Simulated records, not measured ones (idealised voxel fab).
Herein follows the process module entitled voxel double patterning.
The figure presents cross-section cut, which has a width of 265 nm and is divided into square cells with an edge length of 5 nm.
Bands, listed from the top down, are how a cross-section gets written in this document; the cross-section itself is a grid of square cells, and a band is one or more rows of them.
Heights first: top, then bottom, in nm. Then materials, left to right, each with a width in nm. "full width" on a single material: fills the band edge to edge. "air": empty space.
Height 0 is the level under which the wafer as received is all one material. The lowest band goes on downwards, as in "0 and below".
Quick explanation for "30->40": the width changes in equal steps down the rows of cells, from the first number in the band's top row to the second number in its bottom row.
When a step is marked "remains unaltered", none of the cells in the cross-section changed during that step.
In "Voids lacking openings" the enclosed voids are listed, meaning empty spaces of 8 cells or larger without any opening to the top. The form is width x height at distance, distance from the left edge, units nm.
Anything after a step's settings on that line? It's the simulator's own note about the step.
The line of a step may include "overlay nm". On a step with a mask, this value is how far to the right of its planned place the mask lay. A negative value means the mask lay to the left.

# Process steps - plan
1: RECEIVE, material Si
2: CONFORMAL_DEP, material SiO2, thk nm 5
3: DIRECTIONAL_DEP, material polySi, thk nm 20
4: DIRECTIONAL_DEP, material SiCN, thk nm 5
5: DIRECTIONAL_DEP, material aC, thk nm 15
6: PATTERN, tone open, mask id FIRST, material resist, width nm 15, pitch nm 50, thk nm 35, overlay nm 0
7: DIRECTIONAL_ETCH, etch materials aC, depth nm 15
8: STRIP, etch materials resist
9: DIRECTIONAL_ETCH, etch materials SiCN, depth nm 5
10: STRIP, etch materials aC
11: PATTERN, tone open, mask id SECOND, material resist, width nm 15, thk nm 20, overlay nm 0
12: DIRECTIONAL_ETCH, etch materials SiCN, depth nm 5
13: STRIP, etch materials resist
14: DIRECTIONAL_ETCH, etch materials polySi, depth nm 20
15: STRIP, etch materials SiCN
It is noted that the wafers described herein are identical at the outset and are distinguished by the thk nm of step 2; the value stated in the plan corresponds to the first wafer.

# Received condition of the first of several wafers, sectioned: post-step 1
- 0 and below = Si full width
- Voids lacking openings: none

# End of module: cross-section of the first of several wafers after step 15, the last step
- 25 down to 5 = 100 polySi, then 15 air, then 10 polySi, then 15 air, then 10 polySi, then 15 air, then 100 polySi
- 5 down to 0 = SiO2 full width
- 0 and below = Si full width
- Voids lacking openings: none

# Here's the last wafer cross-sectioned at the end of the module
- 45 down to 25 = 100 polySi, then 15 air, then 10 polySi, then 15 air, then 10 polySi, then 15 air, then 100 polySi
- 25 down to 0 = SiO2 full width
- 0 and below = Si full width
- Voids lacking openings: none

# Gained (+) or lost (-) cells of each material since receipt, then closed voids: one row per wafer, at the end of the module
thk nm 5 | +53 SiO2 | +176 polySi | Voids lacking openings: none
thk nm 10 | +106 SiO2 | +176 polySi | Voids lacking openings: none
thk nm 15 | +159 SiO2 | +176 polySi | Voids lacking openings: none
thk nm 20 | +212 SiO2 | +176 polySi | Voids lacking openings: none
thk nm 25 | +265 SiO2 | +176 polySi | Voids lacking openings: none
